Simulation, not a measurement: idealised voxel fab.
process module | voxel wiring stack
cross-section cut | 260 nm wide | cells 5 nm
A cross-section is a grid of square cells, given in bands from the top down. A band is one or more rows of cells.
Each band's line starts with the height of the band's top and of its bottom, in nm. Then come its materials from left to right, each with its width in nm. One material with "throughout" fills the band from edge to edge. "air" is empty space.
Height 0 is the level under which the wafer as received is all one material. The lowest band goes on downwards, as in "0 down".
A width such as "30 to 40" changes by the same amount from each row of cells to the next, from the band's top row to its bottom row.
"no change" after a step means that no cell of the cross-section changed.
closed voids: empty space of 8 cells or more with no open way to the top, each as width x height at its distance from the left edge, in nm
after a step's settings: what the simulator itself notes on the step
overlay nm, on a step with a mask: how far to the right of its planned place the mask lay; to the left if negative
plan
1 op RECEIVE | material Si
2 op CONFORMAL_DEP | material SiO2 | thk nm 15
3 op CONFORMAL_DEP | material SiCN | thk nm 5
4 op DIRECTIONAL_DEP | material lowk | thk nm 20
5 op MASKED_ETCH | tone open | mask id METAL_1 | width nm 25 | pitch nm 50 | etch materials lowk | depth nm 20 | overlay nm 0
6 op MASKED_ETCH | tone open | mask id METAL_1 | width nm 25 | pitch nm 50 | etch materials SiCN | depth nm 5 | overlay nm 0
7 op CONFORMAL_DEP | material TiN | thk nm 5
8 op FILL_DEP | material Cu | thk nm 10
9 op CMP | height nm 40
10 op CONFORMAL_DEP | material SiCN | thk nm 5
11 op DIRECTIONAL_DEP | material lowk | thk nm 15
12 op MASKED_ETCH | tone open | mask id PLUG_1 | width nm 15 | pitch nm 100 | etch materials lowk | depth nm 15 | overlay nm 0
13 op MASKED_ETCH | tone open | mask id PLUG_1 | width nm 15 | pitch nm 100 | etch materials SiCN | depth nm 5 | overlay nm 0
14 op EPI | material Ru | thk nm 10
15 op EPI | material Ru | thk nm 10
16 op CONFORMAL_DEP | material SiCN | thk nm 5
17 op DIRECTIONAL_DEP | material SiO2 | thk nm 25
18 op DIRECTIONAL_DEP | material aC | thk nm 15
19 op PATTERN | tone open | mask id METAL_2 | material resist | width nm 15 | pitch nm 50 | thk nm 30 | overlay nm 0
20 op DIRECTIONAL_ETCH | etch materials aC | depth nm 15
21 op STRIP | etch materials resist
22 op DIRECTIONAL_ETCH | etch materials SiO2 | depth nm 25
23 op DIRECTIONAL_ETCH | etch materials SiCN | depth nm 5
24 op STRIP | etch materials aC
25 op CONFORMAL_DEP | material TiN | thk nm 5
26 op FILL_DEP | material Cu | thk nm 5
27 op CMP | height nm 90
28 op CONFORMAL_DEP | material SiCN | thk nm 5
29 op DIRECTIONAL_DEP | material SiO2 | thk nm 15
30 op DIRECTIONAL_DEP | material aC | thk nm 15
31 op PATTERN | tone open | mask id PLUG_2 | material resist | width nm 15 | pitch nm 50 | thk nm 30 | overlay nm 0
32 op DIRECTIONAL_ETCH | etch materials aC | depth nm 15
33 op STRIP | etch materials resist
34 op DIRECTIONAL_ETCH | etch materials SiO2 | depth nm 15
35 op DIRECTIONAL_ETCH | etch materials SiCN | depth nm 5
36 op STRIP | etch materials aC
37 op CONFORMAL_DEP | material TiN | thk nm 5
38 op FILL_DEP | material Cu | thk nm 10
39 op CMP | height nm 110
40 op DIRECTIONAL_DEP | material TiN | thk nm 5
41 op DIRECTIONAL_DEP | material Ru | thk nm 20
42 op PATTERN | tone cover | mask id METAL_3 | material resist | width nm 25 | pitch nm 50 | thk nm 15 | overlay nm 0
43 op DIRECTIONAL_ETCH | etch materials Ru | depth nm 20
44 op DIRECTIONAL_ETCH | etch materials TiN | depth nm 5
45 op STRIP | etch materials resist
46 op FILL_DEP | material lowk | thk nm 5
47 op CMP | height nm 135
48 op CONFORMAL_DEP | material SiCN | thk nm 5
49 op DIRECTIONAL_DEP | material lowk | thk nm 20
50 op MASKED_ETCH | tone open | mask id PLUG_3 | width nm 15 | pitch nm 50 | etch materials lowk | depth nm 20 | overlay nm 0
51 op MASKED_ETCH | tone open | mask id PLUG_3 | width nm 15 | pitch nm 50 | etch materials SiCN | depth nm 5 | overlay nm 0
52 op EPI | material Ru | thk nm 10
53 op EPI | material Ru | thk nm 10
54 op EPI | material Ru | thk nm 5
55 op CONFORMAL_DEP | material SiCN | thk nm 5
56 op DIRECTIONAL_DEP | material lowk | thk nm 15
57 op PATTERN | tone open | mask id METAL_4 | material resist | width nm 25 | pitch nm 50 | thk nm 15 | overlay nm 0
58 op DIRECTIONAL_ETCH | etch materials lowk | depth nm 15
59 op DIRECTIONAL_ETCH | etch materials SiCN | depth nm 5
60 op STRIP | etch materials resist
61 op CONFORMAL_DEP | material TiN | thk nm 5
62 op FILL_DEP | material Ru | thk nm 5
63 op CMP | height nm 180
64 op CONFORMAL_DEP | material SiCN | thk nm 5
varied across the wafers: width nm of step 19. The plan shows the first wafer's value. All wafers start alike
first wafer as received, after step 1
  0 down: Si throughout
  closed voids: none
each wafer at the end: cells of each material gained (+) or lost (-) since it was received, then its closed voids
width nm 15 | +80 Cu | +200 Ru | +282 SiCN | +476 SiO2 | +204 TiN | +682 lowk | closed voids: none
width nm 20 | +100 Cu | +200 Ru | +278 SiCN | +456 SiO2 | +208 TiN | +682 lowk | closed voids: none
width nm 25 | +120 Cu | +200 Ru | +274 SiCN | +436 SiO2 | +212 TiN | +682 lowk | closed voids: none
width nm 30 | +140 Cu | +200 Ru | +270 SiCN | +416 SiO2 | +216 TiN | +682 lowk | closed voids: none
width nm 35 | +160 Cu | +200 Ru | +266 SiCN | +396 SiO2 | +220 TiN | +682 lowk | closed voids: none
